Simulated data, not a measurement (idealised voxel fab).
This is a process module. Its name is voxel transistor to metal.
In the cross-section labelled cut, the width is 225 nm and each square cell is 5 nm.
Cross-section layout: square cells on a grid; listed as bands, top to bottom; a band spans one or more cell rows. First you get the band's top height and its bottom height, in nm, and then the materials it's made of, left to right, with each width in nm. If you see a single material with "full width", that one covers the band edge to edge. "air" is empty space. Height is counted from the level 0, under which the received wafer is composed throughout of one material. The lowest of the bands is not closed at the bottom but continues downward, in the notation "0 -> down". Read "30->40" as a graded width: first number on top, second number at the bottom, same change between each pair of neighbouring rows. Any step labelled "left unchanged" changed none of the cells in the cross-section. Closed empty spaces (no open way to the top) of 8 cells or more are what "Enclosed void listing" lists, each as width x height at distance from the left edge, nm for all three. Whatever follows a step's settings on its line is a remark the simulator itself makes about that step. overlay nm: mask offset rightward from planned place, masked step; negative means leftward offset.

LIST OF PLANNED PROCESS STEPS
1 RECEIVE: material Si
2 CONFORMAL_DEP: material SiO2, thk nm 5
3 CONFORMAL_DEP: material SiN, thk nm 15
4 MASKED_ETCH: tone cover, mask id ACTIVE, width nm 85, pitch nm 110, etch materials SiN, depth nm 15, overlay nm 0
5 MASKED_ETCH: tone cover, mask id ACTIVE, width nm 85, pitch nm 110, etch materials SiO2, depth nm 5, overlay nm 0
6 MASKED_ETCH: tone cover, mask id ACTIVE, width nm 85, pitch nm 110, etch materials Si, depth nm 30, overlay nm 0
7 OXIDIZE: depth nm 5
8 FILL_DEP: material SiO2, thk nm 10
9 CMP: height nm 20
10 SELECTIVE_ETCH: etch materials SiO2, depth nm 10
11 STRIP: etch materials SiN
12 SELECTIVE_ETCH: etch materials SiO2, depth nm 5
13 OXIDIZE: depth nm 5
14 DIRECTIONAL_DEP: material polySi, thk nm 25
15 DIRECTIONAL_DEP: material SiCN, thk nm 15
16 DIRECTIONAL_DEP: material aC, thk nm 10
17 PATTERN: tone cover, mask id GATE, material resist, width nm 15, pitch nm 110, thk nm 30, overlay nm 0
18 DIRECTIONAL_ETCH: etch materials aC, depth nm 10
19 STRIP: etch materials resist
20 DIRECTIONAL_ETCH: etch materials SiCN, depth nm 25
21 DIRECTIONAL_ETCH: etch materials polySi, depth nm 35
22 STRIP: etch materials aC
23 CONFORMAL_DEP: material SiN, thk nm 5
24 DIRECTIONAL_ETCH: etch materials SiN, depth nm 5
25 DIRECTIONAL_ETCH: etch materials SiO2, depth nm 5
26 DIRECTIONAL_ETCH: etch materials Si, depth nm 15
27 EPI: material pSi, thk nm 15
28 FILL_DEP: material SiO2, thk nm 10
29 CMP: height nm 40
30 DIRECTIONAL_DEP: material SiO2, thk nm 15
31 MASKED_ETCH: tone open, mask id CONTACT, width nm 15, etch materials SiO2, depth nm 60, overlay nm 0
32 CONFORMAL_DEP: material TiN, thk nm 5
33 FILL_DEP: material W, thk nm 5
34 CMP: height nm 55
35 CONFORMAL_DEP: material SiCN, thk nm 5
36 DIRECTIONAL_DEP: material SiO2, thk nm 15
37 MASKED_ETCH: tone open, mask id METAL_1, width nm 15, etch materials SiO2, depth nm 15, overlay nm 0
38 MASKED_ETCH: tone open, mask id METAL_1, width nm 15, etch materials SiCN, depth nm 5, overlay nm 0
39 CONFORMAL_DEP: material TiN, thk nm 5
40 FILL_DEP: material Ru, thk nm 10
41 CMP: height nm 75
42 CONFORMAL_DEP: material SiN, thk nm 5

AS RECEIVED (POST STEP 1): CROSS-SECTION
0 -> down = Si full width
Enclosed void listing: none

HERE'S THE CROSS-SECTION OF THE FIRST OF OUR TWO WAFERS AT THE END OF THE MODULE - IT RAN AS PLANNED
80 -> 75 = SiN full width
75 -> 60 = SiO2 20 | TiN 5 | Ru 5 | TiN 5 | SiO2 45 | TiN 5 | Ru 5 | TiN 5 | SiO2 35 | TiN 5 | Ru 5 | TiN 5 | SiO2 45 | TiN 5 | Ru 5 | TiN 5 | SiO2 20
60 -> 55 = SiCN 20 | TiN 15 | SiCN 45 | TiN 15 | SiCN 35 | TiN 15 | SiCN 45 | TiN 15 | SiCN 20
55 -> 40 = SiO2 20 | TiN 5 | W 5 | TiN 5 | SiO2 45 | TiN 5 | W 5 | TiN 5 | SiO2 35 | TiN 5 | W 5 | TiN 5 | SiO2 45 | TiN 5 | W 5 | TiN 5 | SiO2 20
40 -> 25 = SiO2 20 | TiN 5 | W 5 | TiN 5 | SiO2 10 | SiN 5 | SiCN 15 | SiN 5 | SiO2 10 | TiN 5 | W 5 | TiN 5 | SiO2 35 | TiN 5 | W 5 | TiN 5 | SiO2 10 | SiN 5 | SiCN 15 | SiN 5 | SiO2 10 | TiN 5 | W 5 | TiN 5 | SiO2 20
25 -> 15 = SiO2 20 | TiN 5 | W 5 | TiN 5 | SiO2 10 | SiN 5 | polySi 15 | SiN 5 | SiO2 10 | TiN 5 | W 5 | TiN 5 | SiO2 35 | TiN 5 | W 5 | TiN 5 | SiO2 10 | SiN 5 | polySi 15 | SiN 5 | SiO2 10 | TiN 5 | W 5 | TiN 5 | SiO2 20
15 -> 10 = SiO2 20 | TiN 15 | SiO2 10 | SiN 5 | polySi 15 | SiN 5 | SiO2 10 | TiN 15 | SiO2 35 | TiN 15 | SiO2 10 | SiN 5 | polySi 15 | SiN 5 | SiO2 10 | TiN 15 | SiO2 20
10 -> 5 = SiO2 20 | TiN 10 | pSi 15 | SiN 5 | polySi 15 | SiN 5 | pSi 15 | TiN 10 | SiO2 35 | TiN 10 | pSi 15 | SiN 5 | polySi 15 | SiN 5 | pSi 15 | TiN 10 | SiO2 20
5 -> 0 = SiO2 10 | SiN 5 | SiO2 5 | TiN 10 | pSi 15 | SiN 5 | polySi 15 | SiN 5 | pSi 15 | TiN 10 | SiO2 5 | SiN 5 | SiO2 15 | SiN 5 | SiO2 5 | TiN 10 | pSi 15 | SiN 5 | polySi 15 | SiN 5 | pSi 15 | TiN 10 | SiO2 5 | SiN 5 | SiO2 10
0 -> -5 = SiO2 20 | TiN 10 | pSi 15 | SiO2 25 | pSi 15 | TiN 10 | SiO2 35 | TiN 10 | pSi 15 | SiO2 25 | pSi 15 | TiN 10 | SiO2 20
-5 -> -20 = SiO2 20 | pSi 25 | Si 25 | pSi 25 | SiO2 35 | pSi 25 | Si 25 | pSi 25 | SiO2 20
-20 -> -35 = SiO2 20 | Si 75 | SiO2 35 | Si 75 | SiO2 20
-35 -> down = Si full width
Enclosed void listing: none

WHAT THE SECOND WAFER LOOKS LIKE IN CROSS-SECTION ONCE THE MODULE IS DONE. ITS START AND ITS PLAN MATCHED THE FIRST WAFER'S EXACTLY; WHAT DIFFERED WAS ONE MISTAKE IN HOW IT WAS RUN
80 -> 75 = SiN full width
75 -> 60 = SiO2 20 | TiN 5 | Ru 5 | TiN 5 | SiO2 45 | TiN 5 | Ru 5 | TiN 5 | SiO2 35 | TiN 5 | Ru 5 | TiN 5 | SiO2 45 | TiN 5 | Ru 5 | TiN 5 | SiO2 20
60 -> 55 = SiCN 20 | TiN 15 | SiCN 45 | TiN 15 | SiCN 35 | TiN 15 | SiCN 45 | TiN 15 | SiCN 20
55 -> 40 = SiO2 20 | TiN 5 | W 5 | TiN 5 | SiO2 45 | TiN 5 | W 5 | TiN 5 | SiO2 35 | TiN 5 | W 5 | TiN 5 | SiO2 45 | TiN 5 | W 5 | TiN 5 | SiO2 20
40 -> 25 = SiO2 20 | TiN 5 | W 5 | TiN 5 | SiO2 15 | SiN 5 | SiCN 15 | SiN 5 | SiO2 5 | TiN 5 | W 5 | TiN 5 | SiO2 35 | TiN 5 | W 5 | TiN 5 | SiO2 15 | SiN 5 | SiCN 15 | SiN 5 | SiO2 5 | TiN 5 | W 5 | TiN 5 | SiO2 20
25 -> 15 = SiO2 20 | TiN 5 | W 5 | TiN 5 | SiO2 15 | SiN 5 | polySi 15 | SiN 5 | SiO2 5 | TiN 5 | W 5 | TiN 5 | SiO2 35 | TiN 5 | W 5 | TiN 5 | SiO2 15 | SiN 5 | polySi 15 | SiN 5 | SiO2 5 | TiN 5 | W 5 | TiN 5 | SiO2 20
15 -> 10 = SiO2 20 | TiN 5 | W 5 | TiN 5 | SiO2 15 | SiN 5 | polySi 15 | SiN 5 | SiO2 5 | TiN 15 | SiO2 35 | TiN 5 | W 5 | TiN 5 | SiO2 15 | SiN 5 | polySi 15 | SiN 5 | SiO2 5 | TiN 15 | SiO2 20
10 -> 5 = SiO2 20 | TiN 5 | W 5 | TiN 5 | pSi 15 | SiN 5 | polySi 15 | SiN 5 | pSi 15 | TiN 5 | SiO2 35 | TiN 5 | W 5 | TiN 5 | pSi 15 | SiN 5 | polySi 15 | SiN 5 | pSi 15 | TiN 5 | SiO2 20
5 -> 0 = SiO2 10 | SiN 5 | SiO2 5 | TiN 5 | W 5 | TiN 5 | pSi 15 | SiN 5 | polySi 15 | SiN 5 | pSi 15 | TiN 5 | SiO2 5 | SiN 5 | SiO2 15 | SiN 5 | SiO2 5 | TiN 5 | W 5 | TiN 5 | pSi 15 | SiN 5 | polySi 15 | SiN 5 | pSi 15 | TiN 5 | SiO2 5 | SiN 5 | SiO2 10
0 -> -5 = SiO2 20 | TiN 15 | pSi 15 | SiO2 25 | pSi 15 | TiN 5 | SiO2 35 | TiN 15 | pSi 15 | SiO2 25 | pSi 15 | TiN 5 | SiO2 20
-5 -> -20 = SiO2 20 | pSi 30 | Si 25 | pSi 20 | SiO2 35 | pSi 30 | Si 25 | pSi 20 | SiO2 20
-20 -> -35 = SiO2 20 | Si 75 | SiO2 35 | Si 75 | SiO2 20
-35 -> down = Si full width
Enclosed void listing: none
It is concluded that the wafer was processed incorrectly with respect to the plan, in that planned and actual differ for step 17; actual: PATTERN: tone cover, mask id GATE, material resist, width nm 15, pitch nm 110, thk nm 30, overlay nm 5
Materials where the second wafer ends with more or fewer cells than the first: -6 TiN | +6 W
